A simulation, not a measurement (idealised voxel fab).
process module | voxel quadruple lines
cross-section cut | 225 nm wide | cells 5 nm
A cross-section is a grid of square cells, given in bands from the top down. A band is one or more rows of cells.
Each band's line starts with the height of the band's top and of its bottom, in nm. Then come its materials from left to right, each with its width in nm. One material with "throughout" fills the band from edge to edge. "air" is empty space.
Height 0 is the level under which the wafer as received is all one material. The lowest band goes on downwards, as in "0 down".
A width such as "30 to 40" changes by the same amount from each row of cells to the next, from the band's top row to its bottom row.
"no change" after a step means that no cell of the cross-section changed.
closed voids: empty space of 8 cells or more with no open way to the top, each as width x height at its distance from the left edge, in nm
after a step's settings: what the simulator itself notes on the step
overlay nm, on a step with a mask: how far to the right of its planned place the mask lay; to the left if negative
plan
1 op RECEIVE | material Si
2 op CONFORMAL_DEP | material Al2O3 | thk nm 5
3 op DIRECTIONAL_DEP | material TiN | thk nm 15
4 op DIRECTIONAL_DEP | material polySi | thk nm 20
5 op DIRECTIONAL_DEP | material aC | thk nm 25
6 op PATTERN | tone cover | mask id MANDREL | material resist | width nm 25 | pitch nm 80 | thk nm 35 | overlay nm 0
7 op DIRECTIONAL_ETCH | etch materials aC | depth nm 25
8 op STRIP | etch materials resist
9 op CONFORMAL_DEP | material SiO2 | thk nm 15
10 op DIRECTIONAL_ETCH | etch materials SiO2 | depth nm 15
11 op STRIP | etch materials aC
12 op DIRECTIONAL_ETCH | etch materials polySi | depth nm 20
13 op STRIP | etch materials SiO2
14 op CONFORMAL_DEP | material SiCN | thk nm 5
15 op DIRECTIONAL_ETCH | etch materials SiCN | depth nm 5
16 op STRIP | etch materials polySi
17 op DIRECTIONAL_ETCH | etch materials TiN | depth nm 15
18 op STRIP | etch materials SiCN
19 op FILL_DEP | material SiO2 | thk nm 10
20 op CMP | height nm 10
varied across the wafers: height nm of step 20. The plan shows the first wafer's value. All wafers start alike
first wafer as received, after step 1
  0 down: Si throughout
  closed voids: none
each wafer at the end: cells of each material gained (+) or lost (-) since it was received, then its closed voids
height nm 10 | +45 Al2O3 | +37 SiO2 | +8 TiN | closed voids: none
height nm 15 | +45 Al2O3 | +74 SiO2 | +16 TiN | closed voids: none
height nm 20 | +45 Al2O3 | +111 SiO2 | +24 TiN | closed voids: none
height nm 25 | +45 Al2O3 | +156 SiO2 | +24 TiN | closed voids: none
height nm 30 | +45 Al2O3 | +201 SiO2 | +24 TiN | closed voids: none
